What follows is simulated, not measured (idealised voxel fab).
The name of this process module is voxel transistor to metal.
Square cell edge 5 nm, section width 295 nm, ID cut.
Notation: cross-section as square-cell grid; stated in bands, top first, going down; one or more cell rows per band. Within each band entry, the heights of the top and of the bottom of the band appear first, in that order and in nm; the materials of the band then follow from left to right, each with its corresponding width in nm. The designation "edge to edge" on a single material indicates that it fills the band from edge to edge; the designation "air" indicates empty space. Below 0: as-received wafer, all one material; heights counted from there. Lowest band: no bottom, goes on down, written "top 0, no bottom". The two numbers in a width such as "30..40" mark its ends across the band: the first belongs to the top row of cells, the second to the bottom row, and from each row to the next the width moves by the same amount. "identical to before" -> step changed no cross-section cell. In "Cavities, sealed" the enclosed voids are listed, meaning empty spaces of 8 cells or larger without any opening to the top. The form is width x height at distance, distance from the left edge, units nm. Past the settings on a step's line: simulator remark, on that step. The setting "overlay nm" may be written on the line of a step. When the step uses a mask, the value reports how far to the right of the planned place the mask lay, and a negative value reports that it lay to the left.

PLAN
1: RECEIVE (material Si)
2: OXIDIZE (depth nm 5)
3: CONFORMAL_DEP (material SiN; thk nm 10)
4: PATTERN (tone cover; mask id ACTIVE; material resist; width nm 110; pitch nm 130; thk nm 15; overlay nm 0)
5: DIRECTIONAL_ETCH (etch materials SiN; depth nm 10)
6: DIRECTIONAL_ETCH (etch materials SiO2; depth nm 5)
7: DIRECTIONAL_ETCH (etch materials Si; depth nm 35)
8: STRIP (etch materials resist)
9: FILL_DEP (material SiO2; thk nm 5)
10: CMP (height nm 10)
11: SELECTIVE_ETCH (etch materials SiO2; depth nm 10)
12: STRIP (etch materials SiN)
13: SELECTIVE_ETCH (etch materials SiO2; depth nm 5)
14: OXIDIZE (depth nm 5)
15: DIRECTIONAL_DEP (material polySi; thk nm 25)
16: DIRECTIONAL_DEP (material SiCN; thk nm 10)
17: MASKED_ETCH (tone cover; mask id GATE; width nm 30; pitch nm 130; etch materials SiCN; depth nm 20; overlay nm 0)
18: MASKED_ETCH (tone cover; mask id GATE; width nm 30; pitch nm 130; etch materials polySi; depth nm 35; overlay nm 0)
19: CONFORMAL_DEP (material SiN; thk nm 5)
20: DIRECTIONAL_ETCH (etch materials SiN; depth nm 5)
21: DIRECTIONAL_ETCH (etch materials SiO2; depth nm 5)
22: DIRECTIONAL_ETCH (etch materials Si; depth nm 15)
23: EPI (material nSi; thk nm 15)
24: FILL_DEP (material SiO2; thk nm 10)
25: CMP (height nm 20)
26: STRIP (etch materials polySi)
27: SELECTIVE_ETCH (etch materials SiO2; depth nm 5)
28: CONFORMAL_DEP (material HfO2; thk nm 5)
29: CONFORMAL_DEP (material TiN; thk nm 5)
30: FILL_DEP (material W; thk nm 5)
31: CMP (height nm 15)
32: DIRECTIONAL_DEP (material SiO2; thk nm 15)
33: PATTERN (tone open; mask id CONTACT; material resist; width nm 15; thk nm 20; overlay nm 0)
34: DIRECTIONAL_ETCH (etch materials SiO2; depth nm 40)
35: STRIP (etch materials resist)
36: CONFORMAL_DEP (material TiN; thk nm 5)
37: FILL_DEP (material Ru; thk nm 10)
38: CMP (height nm 30)
39: DIRECTIONAL_DEP (material TiN; thk nm 5)
40: DIRECTIONAL_DEP (material W; thk nm 15)
41: PATTERN (tone cover; mask id METAL_1; material resist; width nm 15; thk nm 20; overlay nm 0)
42: DIRECTIONAL_ETCH (etch materials W; depth nm 15)
43: DIRECTIONAL_ETCH (etch materials TiN; depth nm 5)
44: STRIP (etch materials resist)
45: CONFORMAL_DEP (material SiCN; thk nm 5)
46: FILL_DEP (material lowk; thk nm 10)
47: CMP (height nm 50)
48: CONFORMAL_DEP (material SiCN; thk nm 5)

THIS IS THE CROSS-SECTION OF THE WAFER AS WE RECEIVED IT, I.E. AFTER STEP 1
	top 0, no bottom  Si edge to edge
	Cavities, sealed: none

FIRST WAFER OF TWO, SECTIONED AT END OF MODULE; RUN WENT PER PLAN
	top 55, bottom 50  SiCN edge to edge
	top 50, bottom 35  lowk=30  SiCN=5  W=15  SiCN=5  lowk=50  SiCN=5  W=15  SiCN=5  lowk=30  SiCN=5  W=15  SiCN=5  lowk=50  SiCN=5  W=15  SiCN=5  lowk=35
	top 35, bottom 30  SiCN=35  TiN=15  SiCN=60  TiN=15  SiCN=40  TiN=15  SiCN=60  TiN=15  SiCN=40
	top 30, bottom 15  SiO2=35  TiN=5  Ru=5  TiN=5  SiO2=60  TiN=5  Ru=5  TiN=5  SiO2=40  TiN=5  Ru=5  TiN=5  SiO2=60  TiN=5  Ru=5  TiN=5  SiO2=40
	top 15, bottom 10  SiO2=35  TiN=5  Ru=5  TiN=5  SiO2=10  SiN=5  HfO2=5  TiN=5  W=10  TiN=5  HfO2=5  SiN=5  SiO2=10  TiN=5  Ru=5  TiN=5  SiO2=40  TiN=5  Ru=5  TiN=5  SiO2=10  SiN=5  HfO2=5  TiN=5  W=10  TiN=5  HfO2=5  SiN=5  SiO2=10  TiN=5  Ru=5  TiN=5  SiO2=40
	top 10, bottom 5  SiO2=35  TiN=15  SiO2=10  SiN=5  HfO2=5  TiN=5  W=10  TiN=5  HfO2=5  SiN=5  SiO2=10  TiN=15  SiO2=40  TiN=15  SiO2=10  SiN=5  HfO2=5  TiN=5  W=10  TiN=5  HfO2=5  SiN=5  SiO2=10  TiN=15  SiO2=40
	top 5, bottom 0  SiO2=35  TiN=10  nSi=15  SiN=5  HfO2=5  TiN=5  W=10  TiN=5  HfO2=5  SiN=5  nSi=15  TiN=10  SiO2=40  TiN=10  nSi=15  SiN=5  HfO2=5  TiN=5  W=10  TiN=5  HfO2=5  SiN=5  nSi=15  TiN=10  SiO2=40
	top 0, bottom -5  SiO2=35  TiN=10  nSi=15  SiN=5  HfO2=5  TiN=20  HfO2=5  SiN=5  nSi=15  TiN=10  SiO2=40  TiN=10  nSi=15  SiN=5  HfO2=5  TiN=20  HfO2=5  SiN=5  nSi=15  TiN=10  SiO2=40
	top -5, bottom -10  SiO2=35  TiN=10  nSi=15  HfO2=40  nSi=15  TiN=10  SiO2=40  TiN=10  nSi=15  HfO2=40  nSi=15  TiN=10  SiO2=40
	top -10, bottom -25  SiO2=25  nSi=35  Si=40  nSi=35  SiO2=20  nSi=35  Si=40  nSi=35  SiO2=30
	top -25, bottom -40  SiO2=25  Si=110  SiO2=20  Si=110  SiO2=30
	top -40, no bottom  Si edge to edge
	Cavities, sealed: none

SECOND OF TWO WAFERS, MODULE COMPLETE, SECTIONED: IT SHARES THE FIRST WAFER'S START AND PLAN BUT WAS RUN WITH ONE MISTAKE
	top 55, bottom 50  SiCN edge to edge
	top 50, bottom 35  lowk=30  SiCN=5  W=15  SiCN=5  lowk=50  SiCN=5  W=15  SiCN=5  lowk=30  SiCN=5  W=15  SiCN=5  lowk=50  SiCN=5  W=15  SiCN=5  lowk=35
	top 35, bottom 30  SiCN=35  TiN=15  SiCN=60  TiN=15  SiCN=40  TiN=15  SiCN=60  TiN=15  SiCN=40
	top 30, bottom 20  Ru=30  TiN=5  SiO2=15  TiN=5  Ru=50  TiN=5  SiO2=15  TiN=5  Ru=30  TiN=5  SiO2=15  TiN=5  Ru=50  TiN=5  SiO2=15  TiN=5  Ru=35
	top 20, bottom 15  Ru=30  TiN=5  SiO2=15  TiN=60  SiO2=15  TiN=5  Ru=30  TiN=5  SiO2=15  TiN=60  SiO2=15  TiN=5  Ru=35
	top 15, bottom 5  Ru=30  TiN=5  SiO2=15  TiN=10  SiN=5  HfO2=5  TiN=5  W=10  TiN=5  HfO2=5  SiN=5  TiN=10  SiO2=15  TiN=5  Ru=30  TiN=5  SiO2=15  TiN=10  SiN=5  HfO2=5  TiN=5  W=10  TiN=5  HfO2=5  SiN=5  TiN=10  SiO2=15  TiN=5  Ru=35
	top 5, bottom 0  Ru=30  TiN=5  SiO2=10  nSi=15  SiN=5  HfO2=5  TiN=5  W=10  TiN=5  HfO2=5  SiN=5  nSi=15  SiO2=10  TiN=5  Ru=30  TiN=5  SiO2=10  nSi=15  SiN=5  HfO2=5  TiN=5  W=10  TiN=5  HfO2=5  SiN=5  nSi=15  SiO2=10  TiN=5  Ru=35
	top 0, bottom -5  Ru=30  TiN=5  SiO2=10  nSi=15  SiN=5  HfO2=5  TiN=20  HfO2=5  SiN=5  nSi=15  SiO2=10  TiN=5  Ru=30  TiN=5  SiO2=10  nSi=15  SiN=5  HfO2=5  TiN=20  HfO2=5  SiN=5  nSi=15  SiO2=10  TiN=5  Ru=35
	top -5, bottom -10  TiN=35  SiO2=10  nSi=15  HfO2=40  nSi=15  SiO2=10  TiN=40  SiO2=10  nSi=15  HfO2=40  nSi=15  SiO2=10  TiN=40
	top -10, bottom -25  SiO2=25  nSi=35  Si=40  nSi=35  SiO2=20  nSi=35  Si=40  nSi=35  SiO2=30
	top -25, bottom -40  SiO2=25  Si=110  SiO2=20  Si=110  SiO2=30
	top -40, no bottom  Si edge to edge
	Cavities, sealed: none
Run error: step 33, actual vs plan mismatch, actual run PATTERN (tone cover; mask id CONTACT; material resist; width nm 15; thk nm 20; overlay nm 0)
Count the cells at the end and the second wafer has more or fewer of some materials than the first: Ru +157; SiO2 -188; TiN +31
